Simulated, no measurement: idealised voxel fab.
process module | voxel spacer lines
cross-section cut | 245 nm wide | cells 5 nm
For the purposes of this document, a cross-section shall be understood as a grid of square cells, specified as bands listed in top-to-bottom order, each band consisting of one or more rows of cells. Band: top height; bottom height; in nm. Then, left to right: material with width in nm, for each material. "full width": a single material spanning edge to edge. "empty": empty space. Ref level 0: as-received wafer is one material below here. Bottom band extends down with no lower bound ("0 nm and below"). The width entry "30->40" should be interpreted row by row: the top row of cells in the band takes the first number, the bottom row takes the second number, and the change between adjacent rows is uniform throughout. A step reported as "no alteration" is a step in which no cell of the cross-section changed. Basically, "Enclosed cavities" tells you about the enclosed voids: empty spaces with no open way to the top, 8 cells or bigger, each written width x height at distance, where distance is from the left edge, all in nm. Where a step's line continues beyond its settings, the continuation is a remark by the simulator itself on that step. Regarding "overlay nm": on a step with a mask, it is the distance the mask lay to the right of its planned place; a negative value places it to the left.
-- Set out below are the planned steps of the process
| 1 | RECEIVE with material Si |
| 2 | CONFORMAL_DEP with material Al2O3, thk nm 10 |
| 3 | DIRECTIONAL_DEP with material SiN, thk nm 20 |
| 4 | DIRECTIONAL_DEP with material aC, thk nm 20 |
| 5 | PATTERN with tone cover, mask id MANDREL, material resist, width nm 25, pitch nm 70, thk nm 30, overlay nm 0 |
| 6 | DIRECTIONAL_ETCH with etch materials aC, depth nm 20 |
| 7 | STRIP with etch materials resist |
| 8 | CONFORMAL_DEP with material SiO2, thk nm 10 |
| 9 | DIRECTIONAL_ETCH with etch materials SiO2, depth nm 10 |
| 10 | STRIP with etch materials aC |
| 11 | DIRECTIONAL_ETCH with etch materials SiN, depth nm 20 |
| 12 | STRIP with etch materials SiO2 |
-- Wafer at receipt (post step 1), cross-section
> 0 nm and below: Si full width
> Enclosed cavities: none
-- The cross-section shown corresponds to the wafer at the conclusion of the module. The initial structure and the process plan are those presented above; however, one mistake occurred in executing the plan
> 30 nm to 10 nm: empty (65) / SiN (10) / empty (25) / SiN (10) / empty (25) / SiN (10) / empty (25) / SiN (10) / empty (65)
> 10 nm to 0 nm: SiN full width
> 0 nm and below: Si full width
> Enclosed cavities: none
Short version of what went wrong: note that step 2 departed from the planned setting and was carried out as CONFORMAL_DEP with material SiN, thk nm 10
